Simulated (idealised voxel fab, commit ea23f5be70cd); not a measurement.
Herein follows the process module entitled voxel gate over fins.
Section shown: cut. Width: 235 nm. Cell size: 5 nm, square.
How to read a cross-section here: the picture is a grid of square cells, written as bands going from the top down, and any band can span one or more rows of cells.
Band: top and bottom heights (nm) first, top before bottom; then materials from left to right, widths in nm. "full width" marks a sole material filling the band edge to edge. "blank" denotes empty space.
Height reference: 0 = level under which incoming wafer is all one material. Lowest band: no bottom, runs on downward, e.g. "from 0 down".
The notation "30->40" denotes a width that varies across the rows of cells in the band, beginning at the first number in the top row, finishing at the second number in the bottom row, and changing by an identical amount from each row to the next.
Any step labelled "same as before" changed none of the cells in the cross-section.
Enclosed voids (no open way to top), threshold 8 cells or more, entry "Voids, enclosed", notation width x height at distance, distance from left edge, nm.
Formally, on a step line, whatever follows the settings is a remark that the simulator itself makes on the step.
The setting "overlay nm" may be written on the line of a step. When the step uses a mask, the value reports how far to the right of the planned place the mask lay, and a negative value reports that it lay to the left.

Process steps (planned)
1,RECEIVE with material Si
2,CONFORMAL_DEP with material SiN, thk nm 5
3,DIRECTIONAL_DEP with material aC, thk nm 15
4,PATTERN with tone cover, mask id FINS, material resist, width nm 15, pitch nm 50, thk nm 30, overlay nm 0
5,DIRECTIONAL_ETCH with etch materials aC, depth nm 15
6,STRIP with etch materials resist
7,DIRECTIONAL_ETCH with etch materials SiN, depth nm 10
8,DIRECTIONAL_ETCH with etch materials Si, depth nm 30
9,STRIP with etch materials aC
10,FILL_DEP with material SiO2, thk nm 5
11,CMP with height nm 10
12,DIRECTIONAL_DEP with material aC, thk nm 15
13,PATTERN with tone open, mask id RAIL, material resist, width nm 15, thk nm 30, overlay nm 0
14,DIRECTIONAL_ETCH with etch materials aC, depth nm 15
15,STRIP with etch materials resist
16,DIRECTIONAL_ETCH with etch materials SiO2, depth nm 35
17,STRIP with etch materials aC
18,CONFORMAL_DEP with material TiN, thk nm 5
19,FILL_DEP with material W, thk nm 10
20,CMP with height nm 10
21,SELECTIVE_ETCH with etch materials W Ru TiN, depth nm 25
22,FILL_DEP with material SiO2, thk nm 5
23,CMP with height nm 10
24,SELECTIVE_ETCH with etch materials SiO2, depth nm 20
25,STRIP with etch materials SiN
26,CONFORMAL_DEP with material HfO2, thk nm 5
27,CONFORMAL_DEP with material TiN, thk nm 5
28,FILL_DEP with material W, thk nm 10
29,CMP with height nm 15
30,CONFORMAL_DEP with material SiCN, thk nm 10
The thk nm used in step 2 is not the same on every wafer, whereas the starting condition is; the value printed in the plan is the first wafer's.

Cross-section of the first of several wafers as received (after step 1)
> from 0 down: Si full width
> Voids, enclosed: none

Take a look at the first of several wafers in cross-section: the module is done, and step 30 was its last step
> from 25 to 15: SiCN full width
> from 15 to 10: W full width
> from 10 to 5: 50 nm W | 35 nm TiN | 15 nm W | 35 nm TiN | 15 nm W | 35 nm TiN | 50 nm W
> from 5 to 0: 50 nm W | 5 nm TiN | 25 nm HfO2 | 5 nm TiN | 15 nm W | 5 nm TiN | 25 nm HfO2 | 5 nm TiN | 15 nm W | 5 nm TiN | 25 nm HfO2 | 5 nm TiN | 50 nm W
> from 0 to -5: 55 nm TiN | 5 nm HfO2 | 15 nm Si | 5 nm HfO2 | 25 nm TiN | 5 nm HfO2 | 15 nm Si | 5 nm HfO2 | 25 nm TiN | 5 nm HfO2 | 15 nm Si | 5 nm HfO2 | 55 nm TiN
> from -5 to -10: 60 nm HfO2 | 15 nm Si | 35 nm HfO2 | 15 nm Si | 35 nm HfO2 | 15 nm Si | 60 nm HfO2
> from -10 to -15: 60 nm SiO2 | 15 nm Si | 35 nm SiO2 | 15 nm Si | 35 nm SiO2 | 15 nm Si | 60 nm SiO2
> from -15 to -20: 60 nm SiO2 | 15 nm Si | 10 nm SiO2 | 5 nm TiN | 5 nm W | 5 nm TiN | 10 nm SiO2 | 15 nm Si | 35 nm SiO2 | 15 nm Si | 60 nm SiO2
> from -20 to -25: 60 nm SiO2 | 15 nm Si | 10 nm SiO2 | 15 nm TiN | 10 nm SiO2 | 15 nm Si | 35 nm SiO2 | 15 nm Si | 60 nm SiO2
> from -25 to -30: 60 nm SiO2 | 15 nm Si | 35 nm SiO2 | 15 nm Si | 35 nm SiO2 | 15 nm Si | 60 nm SiO2
> from -30 down: Si full width
> Voids, enclosed: none

Last wafer x-sec, end of module
> from 25 to 15: SiCN full width
> from 15 to 10: W full width
> from 10 to 5: TiN full width
> from 5 to 0: HfO2 full width
> from 0 down: Si full width
> Voids, enclosed: none

So in this table every wafer gets its own row, and what you see is where it stands at the end of the module: for each material, how many cells it picked up (+) or gave up (-) since we received it, and after that its closed voids
thk nm 5; +59 HfO2; -228 Si; +94 SiCN; +146 SiO2; +64 TiN; +100 W; Voids, enclosed: none
thk nm 10; +59 HfO2; -228 Si; +94 SiCN; +146 SiO2; +64 TiN; +100 W; Voids, enclosed: none
thk nm 15; +47 HfO2; +94 SiCN; +47 TiN; +47 W; Voids, enclosed: none
thk nm 20; +47 HfO2; +94 SiCN; +47 TiN; +47 W; Voids, enclosed: none
thk nm 25; +47 HfO2; +94 SiCN; +47 TiN; +47 W; Voids, enclosed: none
